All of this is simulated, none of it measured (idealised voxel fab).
process module | voxel quadruple lines
cross-section cut | 260 nm wide | cells 5 nm
A cross-section is a grid of square cells, given in bands from the top down. A band is one or more rows of cells.
Each band's line starts with the height of the band's top and of its bottom, in nm. Then come its materials from left to right, each with its width in nm. One material with "throughout" fills the band from edge to edge. "air" is empty space.
Height 0 is the level under which the wafer as received is all one material. The lowest band goes on downwards, as in "0 down".
A width such as "30 to 40" changes by the same amount from each row of cells to the next, from the band's top row to its bottom row.
"no change" after a step means that no cell of the cross-section changed.
closed voids: empty space of 8 cells or more with no open way to the top, each as width x height at its distance from the left edge, in nm
after a step's settings: what the simulator itself notes on the step
overlay nm, on a step with a mask: how far to the right of its planned place the mask lay; to the left if negative
plan
1 op RECEIVE | material Si
2 op CONFORMAL_DEP | material Al2O3 | thk nm 5
3 op DIRECTIONAL_DEP | material Ru | thk nm 10
4 op DIRECTIONAL_DEP | material polySi | thk nm 15
5 op DIRECTIONAL_DEP | material aC | thk nm 25
6 op PATTERN | tone cover | mask id MANDREL | material resist | width nm 30 | pitch nm 80 | thk nm 35 | overlay nm 0
7 op DIRECTIONAL_ETCH | etch materials aC | depth nm 25
8 op STRIP | etch materials resist
9 op CONFORMAL_DEP | material SiO2 | thk nm 10
10 op DIRECTIONAL_ETCH | etch materials SiO2 | depth nm 10
11 op STRIP | etch materials aC
12 op DIRECTIONAL_ETCH | etch materials polySi | depth nm 15
13 op STRIP | etch materials SiO2
14 op CONFORMAL_DEP | material SiCN | thk nm 10
15 op DIRECTIONAL_ETCH | etch materials SiCN | depth nm 10
16 op STRIP | etch materials polySi
17 op DIRECTIONAL_ETCH | etch materials Ru | depth nm 10
18 op STRIP | etch materials SiCN
first wafer, as planned
as received, after step 1
  0 down: Si throughout
  closed voids: none
after step 2
  5 to 0: Al2O3 throughout
  below 0: unchanged
after step 3
  15 to 5: Ru throughout
  below 5: unchanged
after step 4
  30 to 15: polySi throughout
  below 15: unchanged
after step 5
  55 to 30: aC throughout
  below 30: unchanged
after step 6
  90 to 55: air 75 | resist 30 | air 50 | resist 30 | air 75
  below 55: unchanged
after step 7
  65 to 55: air 75 | resist 30 | air 50 | resist 30 | air 75
  55 to 30: air 75 | aC 30 | air 50 | aC 30 | air 75
  below 30: unchanged
after step 8
  55 to 30: air 75 | aC 30 | air 50 | aC 30 | air 75
  below 30: unchanged
after step 9
  65 to 55: air 65 | SiO2 50 | air 30 | SiO2 50 | air 65
  55 to 40: air 65 | SiO2 10 | aC 30 | SiO2 10 | air 30 | SiO2 10 | aC 30 | SiO2 10 | air 65
  40 to 30: SiO2 75 | aC 30 | SiO2 50 | aC 30 | SiO2 75
  below 30: unchanged
after step 10
  55 to 30: air 65 | SiO2 10 | aC 30 | SiO2 10 | air 30 | SiO2 10 | aC 30 | SiO2 10 | air 65
  below 30: unchanged
after step 11
  55 to 30: air 65 | SiO2 10 | air 30 | SiO2 10 | air 30 | SiO2 10 | air 30 | SiO2 10 | air 65
  below 30: unchanged
after step 12
  55 to 30: air 65 | SiO2 10 | air 30 | SiO2 10 | air 30 | SiO2 10 | air 30 | SiO2 10 | air 65
  30 to 15: air 65 | polySi 10 | air 30 | polySi 10 | air 30 | polySi 10 | air 30 | polySi 10 | air 65
  below 15: unchanged
after step 13
  30 to 15: air 65 | polySi 10 | air 30 | polySi 10 | air 30 | polySi 10 | air 30 | polySi 10 | air 65
  below 15: unchanged
after step 14
  40 to 30: air 55 | SiCN 30 | air 10 | SiCN 30 | air 10 | SiCN 30 | air 10 | SiCN 30 | air 55
  30 to 25: air 55 | SiCN 10 | polySi 10 | SiCN 10 | air 10 | SiCN 10 | polySi 10 | SiCN 10 | air 10 | SiCN 10 | polySi 10 | SiCN 10 | air 10 | SiCN 10 | polySi 10 | SiCN 10 | air 55
  25 to 15: SiCN 65 | polySi 10 | SiCN 30 | polySi 10 | SiCN 30 | polySi 10 | SiCN 30 | polySi 10 | SiCN 65
  below 15: unchanged
after step 15
  30 to 15: air 55 | SiCN 10 | polySi 10 | SiCN 10 | air 10 | SiCN 10 | polySi 10 | SiCN 10 | air 10 | SiCN 10 | polySi 10 | SiCN 10 | air 10 | SiCN 10 | polySi 10 | SiCN 10 | air 55
  below 15: unchanged
after step 16
  30 to 15: air 55 | SiCN 10 | air 10 | SiCN 10 | air 10 | SiCN 10 | air 10 | SiCN 10 | air 10 | SiCN 10 | air 10 | SiCN 10 | air 10 | SiCN 10 | air 10 | SiCN 10 | air 55
  below 15: unchanged
after step 17
  30 to 15: air 55 | SiCN 10 | air 10 | SiCN 10 | air 10 | SiCN 10 | air 10 | SiCN 10 | air 10 | SiCN 10 | air 10 | SiCN 10 | air 10 | SiCN 10 | air 10 | SiCN 10 | air 55
  15 to 5: air 55 | Ru 10 | air 10 | Ru 10 | air 10 | Ru 10 | air 10 | Ru 10 | air 10 | Ru 10 | air 10 | Ru 10 | air 10 | Ru 10 | air 10 | Ru 10 | air 55
  below 5: unchanged
after step 18
  15 to 5: air 55 | Ru 10 | air 10 | Ru 10 | air 10 | Ru 10 | air 10 | Ru 10 | air 10 | Ru 10 | air 10 | Ru 10 | air 10 | Ru 10 | air 10 | Ru 10 | air 55
  below 5: unchanged
second wafer: like start, like plan, one mistake. Through step 11 it matches the first wafer
when step 12 should have ended
  55 to 30: air 65 | SiO2 10 | air 30 | SiO2 10 | air 30 | SiO2 10 | air 30 | SiO2 10 | air 65
  30 to 15: air 65 | polySi 10 | air 30 | polySi 10 | air 30 | polySi 10 | air 30 | polySi 10 | air 65
  below 15: unchanged
when step 13 should have ended
  30 to 15: air 65 | polySi 10 | air 30 | polySi 10 | air 30 | polySi 10 | air 30 | polySi 10 | air 65
  below 15: unchanged
when step 14 should have ended
  40 to 30: air 55 | SiCN 30 | air 10 | SiCN 30 | air 10 | SiCN 30 | air 10 | SiCN 30 | air 55
  30 to 25: air 55 | SiCN 10 | polySi 10 | SiCN 10 | air 10 | SiCN 10 | polySi 10 | SiCN 10 | air 10 | SiCN 10 | polySi 10 | SiCN 10 | air 10 | SiCN 10 | polySi 10 | SiCN 10 | air 55
  25 to 15: SiCN 65 | polySi 10 | SiCN 30 | polySi 10 | SiCN 30 | polySi 10 | SiCN 30 | polySi 10 | SiCN 65
  below 15: unchanged
when step 15 should have ended
  30 to 15: air 55 | SiCN 10 | polySi 10 | SiCN 10 | air 10 | SiCN 10 | polySi 10 | SiCN 10 | air 10 | SiCN 10 | polySi 10 | SiCN 10 | air 10 | SiCN 10 | polySi 10 | SiCN 10 | air 55
  below 15: unchanged
when step 16 should have ended
  30 to 15: air 55 | SiCN 10 | air 10 | SiCN 10 | air 10 | SiCN 10 | air 10 | SiCN 10 | air 10 | SiCN 10 | air 10 | SiCN 10 | air 10 | SiCN 10 | air 10 | SiCN 10 | air 55
  below 15: unchanged
when step 17 should have ended
  30 to 15: air 55 | SiCN 10 | air 10 | SiCN 10 | air 10 | SiCN 10 | air 10 | SiCN 10 | air 10 | SiCN 10 | air 10 | SiCN 10 | air 10 | SiCN 10 | air 10 | SiCN 10 | air 55
  15 to 5: air 55 | Ru 10 | air 10 | Ru 10 | air 10 | Ru 10 | air 10 | Ru 10 | air 10 | Ru 10 | air 10 | Ru 10 | air 10 | Ru 10 | air 10 | Ru 10 | air 55
  below 5: unchanged
when step 18 should have ended
  15 to 5: air 55 | Ru 10 | air 10 | Ru 10 | air 10 | Ru 10 | air 10 | Ru 10 | air 10 | Ru 10 | air 10 | Ru 10 | air 10 | Ru 10 | air 10 | Ru 10 | air 55
  below 5: unchanged
what went wrong: step 12 was run twice
at the end the two cross-sections are the same: no effect in what this model computes
